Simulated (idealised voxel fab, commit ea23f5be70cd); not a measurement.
The document below concerns the process module designated voxel double patterning.
Cross-sectional view cut (width: 170 nm; square cell size: 5 nm).
Throughout this document, each cross-section is represented as a grid of square cells and is presented as a sequence of bands enumerated from the top downward, where a band comprises one or more rows of cells. Look at the band entry: it leads with the top's height and the bottom's height in nm. Then it lists the materials left to right, with a width in nm for each. The word "throughout" on a single material says that material fills the band edge to edge. The word "empty" is empty space. Convention: height 0 is the level below which the wafer, as received, is all one material. The lowest band does not terminate at the bottom but continues downward, represented as "from 0 down". The expression "30->40" gives the width at the extremes of the band, the first number at its top row of cells and the second at its bottom row, with the width changing by equal amounts from each row to the next in between. A step reported as "changes: none" is a step in which no cell of the cross-section changed. Look at "Catalogued sealed voids" for the closed voids: empty spaces with no open path to the top, sized 8 cells or up. Each is width x height at distance, distance from the left edge, all nm. Formally, on a step line, whatever follows the settings is a remark that the simulator itself makes on the step. What "overlay nm" on a step's line means: if the step has a mask, that mask lay this far to the right of its planned place, or, when the value is negative, to the left.
These are the steps we planned for the process:
1: RECEIVE | material Si
2: CONFORMAL_DEP | material SiN | thk nm 10
3: DIRECTIONAL_DEP | material SiO2 | thk nm 10
4: DIRECTIONAL_DEP | material SiCN | thk nm 5
5: MASKED_ETCH | tone open | mask id FIRST | width nm 15 | pitch nm 50 | etch materials SiCN | depth nm 5 | overlay nm 0
6: PATTERN | tone open | mask id SECOND | material resist | width nm 15 | thk nm 20 | overlay nm 0
7: DIRECTIONAL_ETCH | etch materials SiCN | depth nm 5
8: STRIP | etch materials resist
9: DIRECTIONAL_ETCH | etch materials SiO2 | depth nm 10
10: STRIP | etch materials SiCN
first wafer, as planned:
Cross-section, incoming material, after step 1:
    from 0 down  Si throughout
    Catalogued sealed voids: none
Cross-section of the wafer subsequent to step 2:
    from 10 to 0  SiN throughout
    below 0: unchanged
Cross-section of the wafer subsequent to step 3:
    from 20 to 10  SiO2 throughout
    below 10: unchanged
Cross-section of the wafer subsequent to step 4:
    from 25 to 20  SiCN throughout
    below 20: unchanged
Cross-section of the wafer subsequent to step 5:
    from 25 to 20  50 nm SiCN | 15 nm empty | 35 nm SiCN | 15 nm empty | 55 nm SiCN
    below 20: unchanged
Cross-section of the wafer subsequent to step 6:
    from 45 to 25  75 nm resist | 15 nm empty | 80 nm resist
    from 25 to 20  50 nm SiCN | 15 nm resist | 35 nm SiCN | 15 nm resist | 55 nm SiCN
    below 20: unchanged
Cross-section of the wafer subsequent to step 7:
    from 45 to 25  75 nm resist | 15 nm empty | 80 nm resist
    from 25 to 20  50 nm SiCN | 15 nm resist | 10 nm SiCN | 15 nm empty | 10 nm SiCN | 15 nm resist | 55 nm SiCN
    below 20: unchanged
Cross-section of the wafer subsequent to step 8:
    from 25 to 20  50 nm SiCN | 15 nm empty | 10 nm SiCN | 15 nm empty | 10 nm SiCN | 15 nm empty | 55 nm SiCN
    below 20: unchanged
Cross-section of the wafer subsequent to step 9:
    from 25 to 20  50 nm SiCN | 15 nm empty | 10 nm SiCN | 15 nm empty | 10 nm SiCN | 15 nm empty | 55 nm SiCN
    from 20 to 10  50 nm SiO2 | 15 nm empty | 10 nm SiO2 | 15 nm empty | 10 nm SiO2 | 15 nm empty | 55 nm SiO2
    below 10: unchanged
Cross-section of the wafer subsequent to step 10:
    from 20 to 10  50 nm SiO2 | 15 nm empty | 10 nm SiO2 | 15 nm empty | 10 nm SiO2 | 15 nm empty | 55 nm SiO2
    below 10: unchanged
Here the second wafer is described. Its start and its plan were those of the first wafer. Its run contained one mistake. Up to and including step 5, it did exactly what the first wafer did:
Second wafer shown in cross-section at the time step 6 was slated to end:
    from 45 to 25  75 nm empty | 15 nm resist | 80 nm empty
    below 25: unchanged
Second wafer shown in cross-section at the time step 7 was slated to end:
    from 45 to 25  75 nm empty | 15 nm resist | 80 nm empty
    from 25 to 20  75 nm empty | 15 nm SiCN | 80 nm empty
    below 20: unchanged
Second wafer shown in cross-section at the time step 8 was slated to end:
    from 25 to 20  75 nm empty | 15 nm SiCN | 80 nm empty
    below 20: unchanged
Second wafer shown in cross-section at the time step 9 was slated to end:
    from 25 to 20  75 nm empty | 15 nm SiCN | 80 nm empty
    from 20 to 10  75 nm empty | 15 nm SiO2 | 80 nm empty
    below 10: unchanged
Second wafer shown in cross-section at the time step 10 was slated to end:
    from 20 to 10  75 nm empty | 15 nm SiO2 | 80 nm empty
    below 10: unchanged
Diagnosis: step 6 changed vs plan, executed as PATTERN | tone cover | mask id SECOND | material resist | width nm 15 | thk nm 20 | overlay nm 0
Wrapping up, a cell-based count of both wafers puts the second over or under the first for these materials: -44 SiO2
